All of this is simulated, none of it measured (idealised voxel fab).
The document below concerns the process module designated voxel transistor to metal.
It is cross-section cut that appears here, measuring 215 nm in width, its square cells being 5 nm in size.
In what follows, cross-sections appear as grids of square cells, described through bands that run from the top down, where every band is one or more rows of cells.
Heads up on the band format: heights come first, top then bottom, in nm. After that it's the materials left to right, each with its width in nm. A single material flagged "throughout" fills the whole band edge to edge, and "empty" means there's empty space there.
Below 0: as-received wafer, all one material; heights counted from there. Lowest band: no bottom, goes on down, written "0 down".
With a width like "30 to 40", each row of cells in the band differs from the next by the same amount, the top row carrying the first number and the bottom row the second.
A step reported as "changes: none" is a step in which no cell of the cross-section changed.
In "Enclosed cavities" the enclosed voids are listed, meaning empty spaces of 8 cells or larger without any opening to the top. The form is width x height at distance, distance from the left edge, units nm.
Note: text after step settings on the step line = simulator remark on that step.
overlay nm: right-of-plan distance of the mask on a masked step; negative values mean left-of-plan.
Structure of the following material. The material consists of pairs of cross-sections. Each pair comprises the cross-section before one process step and the cross-section after that step, the latter shown only down to the lowest band that changed. The step between the cross-sections is specified beneath each pair, including its settings. Pairs are not necessarily consecutive: they may derive from different runs of this module performed on the same starting wafer. Continuity with the pair above is to be assumed only where the entry headed "Pre-process" of the pair in question states it.

[Pre-process]
* 60 to 40: 100 of empty  15 of resist  100 of empty
* 40 to 30: SiCN throughout
* 30 to 0: polySi throughout
* 0 to -5: SiO2 throughout
* -5 to -20: 55 of SiO2  105 of Si  55 of SiO2
* -20 down: Si throughout
* Enclosed cavities: none

[Cross-Section Thereafter]
* 60 to 40: 100 of empty  15 of resist  100 of empty
* 40 to 30: 100 of empty  15 of SiCN  100 of empty
* No changes below 30.
* Enclosed cavities: none
It is this step that lies between the two cross-sections above: DIRECTIONAL_ETCH [etch materials SiCN] [depth nm 20]

Pre-process: this step begins from the cross-section that the pair just above shows after its step.

[Cross-Section Thereafter]
* 60 to 40: 100 of empty  15 of resist  100 of empty
* 40 to 30: 100 of empty  15 of SiCN  100 of empty
* 30 to 0: 100 of empty  15 of polySi  100 of empty
* No changes below 0.
* Enclosed cavities: none
It is this step that lies between the two cross-sections above: DIRECTIONAL_ETCH [etch materials polySi] [depth nm 40]

Pre-process: this step begins from the cross-section that the pair just above shows after its step.

[Cross-Section Thereafter]
* 40 to 30: 100 of empty  15 of SiCN  100 of empty
* No changes below 30.
* Enclosed cavities: none
It is this step that lies between the two cross-sections above: STRIP [etch materials resist]

Pre-process: this step begins from the cross-section that the pair just above shows after its step.

[Cross-Section Thereafter]
* 45 to 40: 95 of empty  25 of SiN  95 of empty
* 40 to 30: 95 of empty  5 of SiN  15 of SiCN  5 of SiN  95 of empty
* 30 to 5: 95 of empty  5 of SiN  15 of polySi  5 of SiN  95 of empty
* 5 to 0: 100 of SiN  15 of polySi  100 of SiN
* No changes below 0.
* Enclosed cavities: none
It is this step that lies between the two cross-sections above: CONFORMAL_DEP [material SiN] [thk nm 5]

Pre-process: this step begins from the cross-section that the pair just above shows after its step.

[Cross-Section Thereafter]
* 40 to 30: 95 of empty  5 of SiN  15 of SiCN  5 of SiN  95 of empty
* 30 to 0: 95 of empty  5 of SiN  15 of polySi  5 of SiN  95 of empty
* No changes below 0.
* Enclosed cavities: none
It is this step that lies between the two cross-sections above: DIRECTIONAL_ETCH [etch materials SiN] [depth nm 5]

Pre-process: this step begins from the cross-section that the pair just above shows after its step.

[Cross-Section Thereafter]
* 40 to 30: 95 of empty  5 of SiN  15 of SiCN  5 of SiN  95 of empty
* 30 to 0: 95 of empty  5 of SiN  15 of polySi  5 of SiN  95 of empty
* 0 to -5: 95 of empty  25 of SiO2  95 of empty
* No changes below -5.
* Enclosed cavities: none
It is this step that lies between the two cross-sections above: DIRECTIONAL_ETCH [etch materials SiO2] [depth nm 5]

Pre-process: this step begins from the cross-section that the pair just above shows after its step.

[Cross-Section Thereafter]
* 40 to 30: 95 of empty  5 of SiN  15 of SiCN  5 of SiN  95 of empty
* 30 to 0: 95 of empty  5 of SiN  15 of polySi  5 of SiN  95 of empty
* 0 to -5: 50 of empty  45 of pSi  25 of SiO2  45 of pSi  50 of empty
* No changes below -5.
* Enclosed cavities: none
It is this step that lies between the two cross-sections above: EPI [material pSi] [thk nm 5]

Pre-process: this step begins from the cross-section that the pair just above shows after its step.

[Cross-Section Thereafter]
* 50 to 40: SiO2 throughout
* 40 to 30: 95 of SiO2  5 of SiN  15 of SiCN  5 of SiN  95 of SiO2
* 30 to 0: 95 of SiO2  5 of SiN  15 of polySi  5 of SiN  95 of SiO2
* 0 to -5: 50 of SiO2  45 of pSi  25 of SiO2  45 of pSi  50 of SiO2
* No changes below -5.
* Enclosed cavities: none
It is this step that lies between the two cross-sections above: FILL_DEP [material SiO2] [thk nm 10]

Pre-process: this step begins from the cross-section that the pair just above shows after its step.

[Cross-Section Thereafter]
* 30 to 0: 95 of SiO2  5 of SiN  15 of polySi  5 of SiN  95 of SiO2
* No changes below 0.
* Enclosed cavities: none
It is this step that lies between the two cross-sections above: CMP [height nm 30]

Pre-process: this step begins from the cross-section that the pair just above shows after its step.

[Cross-Section Thereafter]
* 30 to 0: 95 of SiO2  5 of SiN  15 of empty  5 of SiN  95 of SiO2
* No changes below 0.
* Enclosed cavities: none
It is this step that lies between the two cross-sections above: STRIP [etch materials polySi]

Pre-process: this step begins from the cross-section that the pair just above shows after its step.

[Cross-Section Thereafter]
* 30 to 25: 95 of empty  5 of SiN  15 of empty  5 of SiN  95 of empty
* 25 to 0: 95 of SiO2  5 of SiN  15 of empty  5 of SiN  95 of SiO2
* 0 to -5: 50 of SiO2  45 of pSi  25 of empty  45 of pSi  50 of SiO2
* No changes below -5.
* Enclosed cavities: none
It is this step that lies between the two cross-sections above: SELECTIVE_ETCH [etch materials SiO2] [depth nm 5]

Pre-process: this step begins from the cross-section that the pair just above shows after its step.

[Cross-Section Thereafter]
* 35 to 30: 90 of empty  15 of HfO2  5 of empty  15 of HfO2  90 of empty
* 30 to 25: 95 of HfO2  5 of SiN  5 of HfO2  5 of empty  5 of HfO2  5 of SiN  95 of HfO2
* 25 to 0: 95 of SiO2  5 of SiN  5 of HfO2  5 of empty  5 of HfO2  5 of SiN  95 of SiO2
* 0 to -5: 50 of SiO2  45 of pSi  25 of HfO2  45 of pSi  50 of SiO2
* No changes below -5.
* Enclosed cavities: none
It is this step that lies between the two cross-sections above: CONFORMAL_DEP [material HfO2] [thk nm 5]

Pre-process: this step begins from the cross-section that the pair just above shows after its step.

[Cross-Section Thereafter]
* 40 to 35: 85 of empty  45 of TiN  85 of empty
* 35 to 30: 90 of TiN  15 of HfO2  5 of TiN  15 of HfO2  90 of TiN
* 30 to 25: 95 of HfO2  5 of SiN  5 of HfO2  5 of TiN  5 of HfO2  5 of SiN  95 of HfO2
* 25 to 0: 95 of SiO2  5 of SiN  5 of HfO2  5 of TiN  5 of HfO2  5 of SiN  95 of SiO2
* No changes below 0.
* Enclosed cavities: none
It is this step that lies between the two cross-sections above: CONFORMAL_DEP [material TiN] [thk nm 5]

Pre-process: this step begins from the cross-section that the pair just above shows after its step.

[Cross-Section Thereafter]
* 45 to 40: W throughout
* 40 to 35: 85 of W  45 of TiN  85 of W
* No changes below 35.
* Enclosed cavities: none
It is this step that lies between the two cross-sections above: FILL_DEP [material W] [thk nm 5]

Pre-process: this step begins from the cross-section that the pair just above shows after its step.

[Cross-Section Thereafter]
* 25 to 0: 95 of SiO2  5 of SiN  5 of HfO2  5 of TiN  5 of HfO2  5 of SiN  95 of SiO2
* No changes below 0.
* Enclosed cavities: none
It is this step that lies between the two cross-sections above: CMP [height nm 25]

Pre-process: this step begins from the cross-section that the pair just above shows after its step.

[Cross-Section Thereafter]
* 40 to 25: SiO2 throughout
* No changes below 25.
* Enclosed cavities: none
It is this step that lies between the two cross-sections above: DIRECTIONAL_DEP [material SiO2] [thk nm 15]

Pre-process: this step begins from the cross-section that the pair just above shows after its step.

[Cross-Section Thereafter]
* 55 to 40: 65 of resist  15 of empty  55 of resist  15 of empty  65 of resist
* No changes below 40.
* Enclosed cavities: none
It is this step that lies between the two cross-sections above: PATTERN [tone open] [mask id CONTACT] [material resist] [width nm 15] [pitch nm 70] [thk nm 15] [overlay nm 0]

Pre-process: this step begins from the cross-section that the pair just above shows after its step.

[Cross-Section Thereafter]
* 55 to 40: 65 of resist  15 of empty  55 of resist  15 of empty  65 of resist
* 40 to 25: 65 of SiO2  15 of empty  55 of SiO2  15 of empty  65 of SiO2
* 25 to 0: 65 of SiO2  15 of empty  15 of SiO2  5 of SiN  5 of HfO2  5 of TiN  5 of HfO2  5 of SiN  15 of SiO2  15 of empty  65 of SiO2
* No changes below 0.
* Enclosed cavities: none
It is this step that lies between the two cross-sections above: DIRECTIONAL_ETCH [etch materials SiO2] [depth nm 40]

Pre-process: this step begins from the cross-section that the pair just above shows after its step.

[Cross-Section Thereafter]
* 40 to 25: 65 of SiO2  15 of empty  55 of SiO2  15 of empty  65 of SiO2
* No changes below 25.
* Enclosed cavities: none
It is this step that lies between the two cross-sections above: STRIP [etch materials resist]

Pre-process: this step begins from the cross-section that the pair just above shows after its step.

[Cross-Section Thereafter]
* 45 to 40: 70 of TiN  5 of empty  65 of TiN  5 of empty  70 of TiN
* 40 to 25: 65 of SiO2  5 of TiN  5 of empty  5 of TiN  55 of SiO2  5 of TiN  5 of empty  5 of TiN  65 of SiO2
* 25 to 5: 65 of SiO2  5 of TiN  5 of empty  5 of TiN  15 of SiO2  5 of SiN  5 of HfO2  5 of TiN  5 of HfO2  5 of SiN  15 of SiO2  5 of TiN  5 of empty  5 of TiN  65 of SiO2
* 5 to 0: 65 of SiO2  15 of TiN  15 of SiO2  5 of SiN  5 of HfO2  5 of TiN  5 of HfO2  5 of SiN  15 of SiO2  15 of TiN  65 of SiO2
* No changes below 0.
* Enclosed cavities: none
It is this step that lies between the two cross-sections above: CONFORMAL_DEP [material TiN] [thk nm 5]

Pre-process: this step begins from the cross-section that the pair just above shows after its step.

[Cross-Section Thereafter]
* 50 to 45: Ru throughout
* 45 to 40: 70 of TiN  5 of Ru  65 of TiN  5 of Ru  70 of TiN
* 40 to 25: 65 of SiO2  5 of TiN  5 of Ru  5 of TiN  55 of SiO2  5 of TiN  5 of Ru  5 of TiN  65 of SiO2
* 25 to 5: 65 of SiO2  5 of TiN  5 of Ru  5 of TiN  15 of SiO2  5 of SiN  5 of HfO2  5 of TiN  5 of HfO2  5 of SiN  15 of SiO2  5 of TiN  5 of Ru  5 of TiN  65 of SiO2
* No changes below 5.
* Enclosed cavities: none
It is this step that lies between the two cross-sections above: FILL_DEP [material Ru] [thk nm 5]

Pre-process: this step begins from the cross-section that the pair just above shows after its step.

[Cross-Section Thereafter]
* 40 to 25: 65 of SiO2  5 of TiN  5 of Ru  5 of TiN  55 of SiO2  5 of TiN  5 of Ru  5 of TiN  65 of SiO2
* No changes below 25.
* Enclosed cavities: none
It is this step that lies between the two cross-sections above: CMP [height nm 40]

Pre-process: this step begins from the cross-section that the pair just above shows after its step.

[Cross-Section Thereafter]
* 45 to 40: TiN throughout
* No changes below 40.
* Enclosed cavities: none
It is this step that lies between the two cross-sections above: DIRECTIONAL_DEP [material TiN] [thk nm 5]

Pre-process: this step begins from the cross-section that the pair just above shows after its step.

[Cross-Section Thereafter]
* 60 to 45: W throughout
* No changes below 45.
* Enclosed cavities: none
It is this step that lies between the two cross-sections above: DIRECTIONAL_DEP [material W] [thk nm 15]

Pre-process: this step begins from the cross-section that the pair just above shows after its step.

[Cross-Section Thereafter]
* 75 to 60: aC throughout
* No changes below 60.
* Enclosed cavities: none
It is this step that lies between the two cross-sections above: DIRECTIONAL_DEP [material aC] [thk nm 15]

Pre-process: this step begins from the cross-section that the pair just above shows after its step.

[Cross-Section Thereafter]
* 110 to 75: 65 of empty  15 of resist  55 of empty  15 of resist  65 of empty
* No changes below 75.
* Enclosed cavities: none
It is this step that lies between the two cross-sections above: PATTERN [tone cover] [mask id METAL_1] [material resist] [width nm 15] [pitch nm 70] [thk nm 35] [overlay nm 0]

Pre-process: this step begins from the cross-section that the pair just above shows after its step.

[Cross-Section Thereafter]
* 95 to 75: 65 of empty  15 of resist  55 of empty  15 of resist  65 of empty
* 75 to 60: 65 of empty  15 of aC  55 of empty  15 of aC  65 of empty
* No changes below 60.
* Enclosed cavities: none
It is this step that lies between the two cross-sections above: DIRECTIONAL_ETCH [etch materials aC] [depth nm 15]

Pre-process: this step begins from the cross-section that the pair just above shows after its step.

[Cross-Section Thereafter]
* 75 to 60: 65 of empty  15 of aC  55 of empty  15 of aC  65 of empty
* No changes below 60.
* Enclosed cavities: none
It is this step that lies between the two cross-sections above: STRIP [etch materials resist]

Pre-process: this step begins from the cross-section that the pair just above shows after its step.

[Cross-Section Thereafter]
* 75 to 60: 65 of empty  15 of aC  55 of empty  15 of aC  65 of empty
* 60 to 45: 65 of empty  15 of W  55 of empty  15 of W  65 of empty
* No changes below 45.
* Enclosed cavities: none
It is this step that lies between the two cross-sections above: DIRECTIONAL_ETCH [etch materials W] [depth nm 15]

Pre-process: this step begins from the cross-section that the pair just above shows after its step.

[Cross-Section Thereafter]
* 75 to 60: 65 of empty  15 of aC  55 of empty  15 of aC  65 of empty
* 60 to 45: 65 of empty  15 of W  55 of empty  15 of W  65 of empty
* 45 to 40: 65 of empty  15 of TiN  55 of empty  15 of TiN  65 of empty
* No changes below 40.
* Enclosed cavities: none
It is this step that lies between the two cross-sections above: DIRECTIONAL_ETCH [etch materials TiN] [depth nm 5]

Pre-process: this step begins from the cross-section that the pair just above shows after its step.

[Cross-Section Thereafter]
* 60 to 45: 65 of empty  15 of W  55 of empty  15 of W  65 of empty
* No changes below 45.
* Enclosed cavities: none
It is this step that lies between the two cross-sections above: STRIP [etch materials aC]

Pre-process: this step begins from the cross-section that the pair just above shows after its step.

[Cross-Section Thereafter]
* 65 to 60: 60 of empty  25 of SiCN  45 of empty  25 of SiCN  60 of empty
* 60 to 45: 60 of empty  5 of SiCN  15 of W  5 of SiCN  45 of empty  5 of SiCN  15 of W  5 of SiCN  60 of empty
* 45 to 40: 65 of SiCN  15 of TiN  55 of SiCN  15 of TiN  65 of SiCN
* No changes below 40.
* Enclosed cavities: none
It is this step that lies between the two cross-sections above: CONFORMAL_DEP [material SiCN] [thk nm 5]

Pre-process: this step begins from the cross-section that the pair just above shows after its step.

[Cross-Section Thereafter]
* 70 to 65: lowk throughout
* 65 to 60: 60 of lowk  25 of SiCN  45 of lowk  25 of SiCN  60 of lowk
* 60 to 45: 60 of lowk  5 of SiCN  15 of W  5 of SiCN  45 of lowk  5 of SiCN  15 of W  5 of SiCN  60 of lowk
* No changes below 45.
* Enclosed cavities: none
It is this step that lies between the two cross-sections above: FILL_DEP [material lowk] [thk nm 5]

Pre-process: this step begins from the cross-section that the pair just above shows after its step.

[Cross-Section Thereafter]
* 60 to 45: 60 of lowk  5 of SiCN  15 of W  5 of SiCN  45 of lowk  5 of SiCN  15 of W  5 of SiCN  60 of lowk
* No changes below 45.
* Enclosed cavities: none
It is this step that lies between the two cross-sections above: CMP [height nm 60]

Pre-process: this step begins from the cross-section that the pair just above shows after its step.

[Cross-Section Thereafter]
* 65 to 60: SiN throughout
* No changes below 60.
* Enclosed cavities: none
It is this step that lies between the two cross-sections above: CONFORMAL_DEP [material SiN] [thk nm 5]

[Pre-process]
* 40 to 30: SiCN throughout
* 30 to 0: polySi throughout
* 0 to -5: SiO2 throughout
* -5 to -20: 55 of SiO2  105 of Si  55 of SiO2
* -20 down: Si throughout
* Enclosed cavities: none

[Cross-Section Thereafter]
* 60 to 40: 105 of empty  25 of resist  85 of empty
* No changes below 40.
* Enclosed cavities: none
It is this step that lies between the two cross-sections above: PATTERN [tone cover] [mask id GATE] [material resist] [width nm 25] [thk nm 20] [overlay nm 10]

Pre-process: this step begins from the cross-section that the pair just above shows after its step.

[Cross-Section Thereafter]
* 60 to 40: 105 of empty  25 of resist  85 of empty
* 40 to 30: 105 of empty  25 of SiCN  85 of empty
* No changes below 30.
* Enclosed cavities: none
It is this step that lies between the two cross-sections above: DIRECTIONAL_ETCH [etch materials SiCN] [depth nm 20]

Pre-process: this step begins from the cross-section that the pair just above shows after its step.

[Cross-Section Thereafter]
* 60 to 40: 105 of empty  25 of resist  85 of empty
* 40 to 30: 105 of empty  25 of SiCN  85 of empty
* 30 to 0: 105 of empty  25 of polySi  85 of empty
* No changes below 0.
* Enclosed cavities: none
It is this step that lies between the two cross-sections above: DIRECTIONAL_ETCH [etch materials polySi] [depth nm 40]

Pre-process: this step begins from the cross-section that the pair just above shows after its step.

[Cross-Section Thereafter]
* 40 to 30: 105 of empty  25 of SiCN  85 of empty
* No changes below 30.
* Enclosed cavities: none
It is this step that lies between the two cross-sections above: STRIP [etch materials resist]

Pre-process: this step begins from the cross-section that the pair just above shows after its step.

[Cross-Section Thereafter]
* 45 to 40: 100 of empty  35 of SiN  80 of empty
* 40 to 30: 100 of empty  5 of SiN  25 of SiCN  5 of SiN  80 of empty
* 30 to 5: 100 of empty  5 of SiN  25 of polySi  5 of SiN  80 of empty
* 5 to 0: 105 of SiN  25 of polySi  85 of SiN
* No changes below 0.
* Enclosed cavities: none
It is this step that lies between the two cross-sections above: CONFORMAL_DEP [material SiN] [thk nm 5]

Pre-process: this step begins from the cross-section that the pair just above shows after its step.

[Cross-Section Thereafter]
* 40 to 30: 100 of empty  5 of SiN  25 of SiCN  5 of SiN  80 of empty
* 30 to 0: 100 of empty  5 of SiN  25 of polySi  5 of SiN  80 of empty
* No changes below 0.
* Enclosed cavities: none
It is this step that lies between the two cross-sections above: DIRECTIONAL_ETCH [etch materials SiN] [depth nm 5]

Pre-process: this step begins from the cross-section that the pair just above shows after its step.

[Cross-Section Thereafter]
* 40 to 30: 100 of empty  5 of SiN  25 of SiCN  5 of SiN  80 of empty
* 30 to 0: 100 of empty  5 of SiN  25 of polySi  5 of SiN  80 of empty
* 0 to -5: 100 of empty  35 of SiO2  80 of empty
* No changes below -5.
* Enclosed cavities: none
It is this step that lies between the two cross-sections above: DIRECTIONAL_ETCH [etch materials SiO2] [depth nm 5]

Pre-process: this step begins from the cross-section that the pair just above shows after its step.

[Cross-Section Thereafter]
* 40 to 30: 100 of empty  5 of SiN  25 of SiCN  5 of SiN  80 of empty
* 30 to 0: 100 of empty  5 of SiN  25 of polySi  5 of SiN  80 of empty
* 0 to -5: 50 of empty  50 of pSi  35 of SiO2  30 of pSi  50 of empty
* No changes below -5.
* Enclosed cavities: none
It is this step that lies between the two cross-sections above: EPI [material pSi] [thk nm 5]

Pre-process: this step begins from the cross-section that the pair just above shows after its step.

[Cross-Section Thereafter]
* 50 to 40: SiO2 throughout
* 40 to 30: 100 of SiO2  5 of SiN  25 of SiCN  5 of SiN  80 of SiO2
* 30 to 0: 100 of SiO2  5 of SiN  25 of polySi  5 of SiN  80 of SiO2
* 0 to -5: 50 of SiO2  50 of pSi  35 of SiO2  30 of pSi  50 of SiO2
* No changes below -5.
* Enclosed cavities: none
It is this step that lies between the two cross-sections above: FILL_DEP [material SiO2] [thk nm 10]

Pre-process: this step begins from the cross-section that the pair just above shows after its step.

[Cross-Section Thereafter]
* 30 to 0: 100 of SiO2  5 of SiN  25 of polySi  5 of SiN  80 of SiO2
* No changes below 0.
* Enclosed cavities: none
It is this step that lies between the two cross-sections above: CMP [height nm 30]

Pre-process: this step begins from the cross-section that the pair just above shows after its step.

[Cross-Section Thereafter]
* 30 to 0: 100 of SiO2  5 of SiN  25 of empty  5 of SiN  80 of SiO2
* No changes below 0.
* Enclosed cavities: none
It is this step that lies between the two cross-sections above: STRIP [etch materials polySi]

Pre-process: this step begins from the cross-section that the pair just above shows after its step.

[Cross-Section Thereafter]
* 30 to 25: 100 of empty  5 of SiN  25 of empty  5 of SiN  80 of empty
* 25 to 0: 100 of SiO2  5 of SiN  25 of empty  5 of SiN  80 of SiO2
* 0 to -5: 50 of SiO2  50 of pSi  35 of empty  30 of pSi  50 of SiO2
* No changes below -5.
* Enclosed cavities: none
It is this step that lies between the two cross-sections above: SELECTIVE_ETCH [etch materials SiO2] [depth nm 5]

Pre-process: this step begins from the cross-section that the pair just above shows after its step.

[Cross-Section Thereafter]
* 35 to 30: 95 of empty  15 of HfO2  15 of empty  15 of HfO2  75 of empty
* 30 to 25: 100 of HfO2  5 of SiN  5 of HfO2  15 of empty  5 of HfO2  5 of SiN  80 of HfO2
* 25 to 0: 100 of SiO2  5 of SiN  5 of HfO2  15 of empty  5 of HfO2  5 of SiN  80 of SiO2
* 0 to -5: 50 of SiO2  50 of pSi  35 of HfO2  30 of pSi  50 of SiO2
* No changes below -5.
* Enclosed cavities: none
It is this step that lies between the two cross-sections above: CONFORMAL_DEP [material HfO2] [thk nm 5]

Pre-process: this step begins from the cross-section that the pair just above shows after its step.

[Cross-Section Thereafter]
* 40 to 35: 90 of empty  25 of TiN  5 of empty  25 of TiN  70 of empty
* 35 to 30: 95 of TiN  15 of HfO2  5 of TiN  5 of empty  5 of TiN  15 of HfO2  75 of TiN
* 30 to 25: 100 of HfO2  5 of SiN  5 of HfO2  5 of TiN  5 of empty  5 of TiN  5 of HfO2  5 of SiN  80 of HfO2
* 25 to 5: 100 of SiO2  5 of SiN  5 of HfO2  5 of TiN  5 of empty  5 of TiN  5 of HfO2  5 of SiN  80 of SiO2
* 5 to 0: 100 of SiO2  5 of SiN  5 of HfO2  15 of TiN  5 of HfO2  5 of SiN  80 of SiO2
* No changes below 0.
* Enclosed cavities: none
It is this step that lies between the two cross-sections above: CONFORMAL_DEP [material TiN] [thk nm 5]

Pre-process: this step begins from the cross-section that the pair just above shows after its step.

[Cross-Section Thereafter]
* 45 to 40: W throughout
* 40 to 35: 90 of W  25 of TiN  5 of W  25 of TiN  70 of W
* 35 to 30: 95 of TiN  15 of HfO2  5 of TiN  5 of W  5 of TiN  15 of HfO2  75 of TiN
* 30 to 25: 100 of HfO2  5 of SiN  5 of HfO2  5 of TiN  5 of W  5 of TiN  5 of HfO2  5 of SiN  80 of HfO2
* 25 to 5: 100 of SiO2  5 of SiN  5 of HfO2  5 of TiN  5 of W  5 of TiN  5 of HfO2  5 of SiN  80 of SiO2
* No changes below 5.
* Enclosed cavities: none
It is this step that lies between the two cross-sections above: FILL_DEP [material W] [thk nm 5]

Pre-process: this step begins from the cross-section that the pair just above shows after its step.

[Cross-Section Thereafter]
* 25 to 5: 100 of SiO2  5 of SiN  5 of HfO2  5 of TiN  5 of W  5 of TiN  5 of HfO2  5 of SiN  80 of SiO2
* No changes below 5.
* Enclosed cavities: none
It is this step that lies between the two cross-sections above: CMP [height nm 25]

Pre-process: this step begins from the cross-section that the pair just above shows after its step.

[Cross-Section Thereafter]
* 40 to 25: SiO2 throughout
* No changes below 25.
* Enclosed cavities: none
It is this step that lies between the two cross-sections above: DIRECTIONAL_DEP [material SiO2] [thk nm 15]

Pre-process: this step begins from the cross-section that the pair just above shows after its step.

[Cross-Section Thereafter]
* 55 to 40: 65 of resist  15 of empty  55 of resist  15 of empty  65 of resist
* No changes below 40.
* Enclosed cavities: none
It is this step that lies between the two cross-sections above: PATTERN [tone open] [mask id CONTACT] [material resist] [width nm 15] [pitch nm 70] [thk nm 15] [overlay nm 0]

Pre-process: this step begins from the cross-section that the pair just above shows after its step.

[Cross-Section Thereafter]
* 55 to 40: 65 of resist  15 of empty  55 of resist  15 of empty  65 of resist
* 40 to 25: 65 of SiO2  15 of empty  55 of SiO2  15 of empty  65 of SiO2
* 25 to 5: 65 of SiO2  15 of empty  20 of SiO2  5 of SiN  5 of HfO2  5 of TiN  5 of W  5 of TiN  5 of HfO2  5 of SiN  15 of empty  65 of SiO2
* 5 to 0: 65 of SiO2  15 of empty  20 of SiO2  5 of SiN  5 of HfO2  15 of TiN  5 of HfO2  5 of SiN  15 of empty  65 of SiO2
* No changes below 0.
* Enclosed cavities: none
It is this step that lies between the two cross-sections above: DIRECTIONAL_ETCH [etch materials SiO2] [depth nm 40]

Pre-process: this step begins from the cross-section that the pair just above shows after its step.

[Cross-Section Thereafter]
* 40 to 25: 65 of SiO2  15 of empty  55 of SiO2  15 of empty  65 of SiO2
* No changes below 25.
* Enclosed cavities: none
It is this step that lies between the two cross-sections above: STRIP [etch materials resist]

Pre-process: this step begins from the cross-section that the pair just above shows after its step.

[Cross-Section Thereafter]
* 45 to 40: 70 of TiN  5 of empty  65 of TiN  5 of empty  70 of TiN
* 40 to 25: 65 of SiO2  5 of TiN  5 of empty  5 of TiN  55 of SiO2  5 of TiN  5 of empty  5 of TiN  65 of SiO2
* 25 to 5: 65 of SiO2  5 of TiN  5 of empty  5 of TiN  20 of SiO2  5 of SiN  5 of HfO2  5 of TiN  5 of W  5 of TiN  5 of HfO2  5 of SiN  5 of TiN  5 of empty  5 of TiN  65 of SiO2
* 5 to 0: 65 of SiO2  15 of TiN  20 of SiO2  5 of SiN  5 of HfO2  15 of TiN  5 of HfO2  5 of SiN  15 of TiN  65 of SiO2
* No changes below 0.
* Enclosed cavities: none
It is this step that lies between the two cross-sections above: CONFORMAL_DEP [material TiN] [thk nm 5]

Pre-process: this step begins from the cross-section that the pair just above shows after its step.

[Cross-Section Thereafter]
* 50 to 45: Ru throughout
* 45 to 40: 70 of TiN  5 of Ru  65 of TiN  5 of Ru  70 of TiN
* 40 to 25: 65 of SiO2  5 of TiN  5 of Ru  5 of TiN  55 of SiO2  5 of TiN  5 of Ru  5 of TiN  65 of SiO2
* 25 to 5: 65 of SiO2  5 of TiN  5 of Ru  5 of TiN  20 of SiO2  5 of SiN  5 of HfO2  5 of TiN  5 of W  5 of TiN  5 of HfO2  5 of SiN  5 of TiN  5 of Ru  5 of TiN  65 of SiO2
* No changes below 5.
* Enclosed cavities: none
It is this step that lies between the two cross-sections above: FILL_DEP [material Ru] [thk nm 5]

Pre-process: this step begins from the cross-section that the pair just above shows after its step.

[Cross-Section Thereafter]
* 40 to 25: 65 of SiO2  5 of TiN  5 of Ru  5 of TiN  55 of SiO2  5 of TiN  5 of Ru  5 of TiN  65 of SiO2
* No changes below 25.
* Enclosed cavities: none
It is this step that lies between the two cross-sections above: CMP [height nm 40]

Pre-process: this step begins from the cross-section that the pair just above shows after its step.

[Cross-Section Thereafter]
* 45 to 40: TiN throughout
* No changes below 40.
* Enclosed cavities: none
It is this step that lies between the two cross-sections above: DIRECTIONAL_DEP [material TiN] [thk nm 5]

Pre-process: this step begins from the cross-section that the pair just above shows after its step.

[Cross-Section Thereafter]
* 60 to 45: W throughout
* No changes below 45.
* Enclosed cavities: none
It is this step that lies between the two cross-sections above: DIRECTIONAL_DEP [material W] [thk nm 15]

Pre-process: this step begins from the cross-section that the pair just above shows after its step.

[Cross-Section Thereafter]
* 75 to 60: aC throughout
* No changes below 60.
* Enclosed cavities: none
It is this step that lies between the two cross-sections above: DIRECTIONAL_DEP [material aC] [thk nm 15]

Pre-process: this step begins from the cross-section that the pair just above shows after its step.

[Cross-Section Thereafter]
* 110 to 75: 65 of empty  15 of resist  55 of empty  15 of resist  65 of empty
* No changes below 75.
* Enclosed cavities: none
It is this step that lies between the two cross-sections above: PATTERN [tone cover] [mask id METAL_1] [material resist] [width nm 15] [pitch nm 70] [thk nm 35] [overlay nm 0]

Pre-process: this step begins from the cross-section that the pair just above shows after its step.

[Cross-Section Thereafter]
* 95 to 75: 65 of empty  15 of resist  55 of empty  15 of resist  65 of empty
* 75 to 60: 65 of empty  15 of aC  55 of empty  15 of aC  65 of empty
* No changes below 60.
* Enclosed cavities: none
It is this step that lies between the two cross-sections above: DIRECTIONAL_ETCH [etch materials aC] [depth nm 15]

Pre-process: this step begins from the cross-section that the pair just above shows after its step.

[Cross-Section Thereafter]
* 75 to 60: 65 of empty  15 of aC  55 of empty  15 of aC  65 of empty
* No changes below 60.
* Enclosed cavities: none
It is this step that lies between the two cross-sections above: STRIP [etch materials resist]

Pre-process: this step begins from the cross-section that the pair just above shows after its step.

[Cross-Section Thereafter]
* 75 to 60: 65 of empty  15 of aC  55 of empty  15 of aC  65 of empty
* 60 to 45: 65 of empty  15 of W  55 of empty  15 of W  65 of empty
* No changes below 45.
* Enclosed cavities: none
It is this step that lies between the two cross-sections above: DIRECTIONAL_ETCH [etch materials W] [depth nm 15]

Pre-process: this step begins from the cross-section that the pair just above shows after its step.

[Cross-Section Thereafter]
* 75 to 60: 65 of empty  15 of aC  55 of empty  15 of aC  65 of empty
* 60 to 45: 65 of empty  15 of W  55 of empty  15 of W  65 of empty
* 45 to 40: 65 of empty  15 of TiN  55 of empty  15 of TiN  65 of empty
* No changes below 40.
* Enclosed cavities: none
It is this step that lies between the two cross-sections above: DIRECTIONAL_ETCH [etch materials TiN] [depth nm 5]

Pre-process: this step begins from the cross-section that the pair just above shows after its step.

[Cross-Section Thereafter]
* 60 to 45: 65 of empty  15 of W  55 of empty  15 of W  65 of empty
* No changes below 45.
* Enclosed cavities: none
It is this step that lies between the two cross-sections above: STRIP [etch materials aC]

Pre-process: this step begins from the cross-section that the pair just above shows after its step.

[Cross-Section Thereafter]
* 65 to 60: 60 of empty  25 of SiCN  45 of empty  25 of SiCN  60 of empty
* 60 to 45: 60 of empty  5 of SiCN  15 of W  5 of SiCN  45 of empty  5 of SiCN  15 of W  5 of SiCN  60 of empty
* 45 to 40: 65 of SiCN  15 of TiN  55 of SiCN  15 of TiN  65 of SiCN
* No changes below 40.
* Enclosed cavities: none
It is this step that lies between the two cross-sections above: CONFORMAL_DEP [material SiCN] [thk nm 5]

Pre-process: this step begins from the cross-section that the pair just above shows after its step.

[Cross-Section Thereafter]
* 70 to 65: lowk throughout
* 65 to 60: 60 of lowk  25 of SiCN  45 of lowk  25 of SiCN  60 of lowk
* 60 to 45: 60 of lowk  5 of SiCN  15 of W  5 of SiCN  45 of lowk  5 of SiCN  15 of W  5 of SiCN  60 of lowk
* No changes below 45.
* Enclosed cavities: none
It is this step that lies between the two cross-sections above: FILL_DEP [material lowk] [thk nm 5]
